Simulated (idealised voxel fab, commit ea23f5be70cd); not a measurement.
Process module under the name voxel fin reveal
FYI the section here is cut, 245 nm wide, cells are 5 nm squares.
Cross-section = grid of square cells, listed top down in bands; band = one or more rows.
Heads up on the band format: heights come first, top then bottom, in nm. After that it's the materials left to right, each with its width in nm. A single material flagged "edge to edge" fills the whole band edge to edge, and "blank" means there's empty space there.
Below 0: as-received wafer, all one material; heights counted from there. Lowest band: no bottom, goes on down, written "from 0 down".
Graded width ("30 to 40"): value in top row of band = first number; value in bottom row = second number; row-to-row change constant.
A step reported as "no modification" is a step in which no cell of the cross-section changed.
Empty spaces counting at least 8 cells and having no open way to the top are listed in "Sealed cavities". The notation width x height at distance is used for each, the distance being from the left edge and all three values in nm.
On a step's line, text after the settings is the simulator commenting on that step.
Among the settings permitted on a step's line is "overlay nm"; applied to a step with a mask, it specifies the extent to which the mask lay to the right of its planned position, whereas a negative figure signifies a position to the left.

The following list gives the planned process steps:
1) RECEIVE, material Si
2) CONFORMAL_DEP, material SiN, thk nm 5
3) PATTERN, tone cover, mask id FINS, material resist, width nm 15, pitch nm 35, thk nm 20, overlay nm 0
4) DIRECTIONAL_ETCH, etch materials SiN, depth nm 5
5) DIRECTIONAL_ETCH, etch materials Si, depth nm 40
6) STRIP, etch materials resist
7) OXIDIZE, depth nm 5
8) FILL_DEP, material SiO2, thk nm 15
9) CMP, height nm 5
10) SELECTIVE_ETCH, etch materials SiO2, depth nm 20
11) STRIP, etch materials SiN

As received, after step 1:
> from 0 down  Si edge to edge
> Sealed cavities: none

What the wafer looks like in cross-section after this module, when it starts as shown above and follows the plan above but one mistake is made in running it:
> from 0 to -15  85 blank; 5 Si; 30 blank; 5 Si; 30 blank; 5 Si; 85 blank
> from -15 to -40  85 SiO2; 5 Si; 30 SiO2; 5 Si; 30 SiO2; 5 Si; 85 SiO2
> from -40 down  Si edge to edge
> Sealed cavities: none
What went wrong in running the wafer? step 5 deviated from plan and actually ran as DIRECTIONAL_ETCH, etch materials Si, depth nm 35
